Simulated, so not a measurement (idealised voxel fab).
The following is a process module called voxel ribs on slabs.
Xsec cut, 275 nm wide, square cell size 5 nm.
A cross-section is a grid of square cells, given in bands from the top down. A band is one or more rows of cells. In this notation a band is specified by the heights of its top and bottom, in that order and in nm, after which its materials appear from left to right, each paired with its width in nm. The word "throughout" attached to a single material means that material fills the band from edge to edge; the word "air" stands for empty space. Heights from 0 (as-received wafer is one material below). Bottom band endless downward, as "top 0, no bottom". Width: "30->40" (first number = top row, second number = bottom row, same change from row to row of cells). The cross-section has no changed cell in any step marked "left unchanged". Each empty space that has no open way to the top and spans at least 8 cells appears under "Closed cavities" as width x height at distance, the distance counted from the left edge, all in nm. Note: text after step settings on the step line = simulator remark on that step. If you see "overlay nm" on a step's line and that step has a mask, it's telling you how far right of where it was planned the mask ended up; a negative number means it went left instead.
## The process steps that were planned are listed below
| 1 | RECEIVE | material Si |
| 2 | DIRECTIONAL_DEP | material SiO2 | thk nm 25 |
| 3 | DIRECTIONAL_DEP | material SiN | thk nm 25 |
| 4 | PATTERN | tone cover | mask id RIB | material resist | width nm 15 | thk nm 15 | overlay nm 0 |
| 5 | DIRECTIONAL_ETCH | etch materials SiN | depth nm 20 |
| 6 | STRIP | etch materials resist |
| 7 | MASKED_ETCH | tone cover | mask id SLAB | width nm 85 | etch materials SiN | depth nm 5 | overlay nm 0 |
| 8 | FILL_DEP | material SiO2 | thk nm 25 |
| 9 | CMP | height nm 70 |
| 10 | DIRECTIONAL_DEP | material W | thk nm 5 |
| 11 | MASKED_ETCH | tone cover | mask id HEATER | width nm 35 | etch materials W | depth nm 5 | overlay nm 0 |
| 12 | CONFORMAL_DEP | material SiO2 | thk nm 10 |
The plan shows the width nm of step 4 as the first wafer had it; this setting differs between the wafers, which start out alike.
## Cross-section of the first of several received wafers, showing its state after step 1
> top 0, no bottom: Si throughout
> Closed cavities: none
## Heads up, this table goes wafer by wafer. A row tells you, at the end of the module, how many cells of each material that wafer has put on (+) or dropped (-) since it was received, and then its closed voids
width nm 15; +29 SiN; +855 SiO2; +7 W; Closed cavities: none
width nm 20; +33 SiN; +851 SiO2; +7 W; Closed cavities: none
width nm 25; +37 SiN; +847 SiO2; +7 W; Closed cavities: none
width nm 30; +41 SiN; +843 SiO2; +7 W; Closed cavities: none
width nm 35; +45 SiN; +839 SiO2; +7 W; Closed cavities: none
width nm 40; +49 SiN; +835 SiO2; +7 W; Closed cavities: none
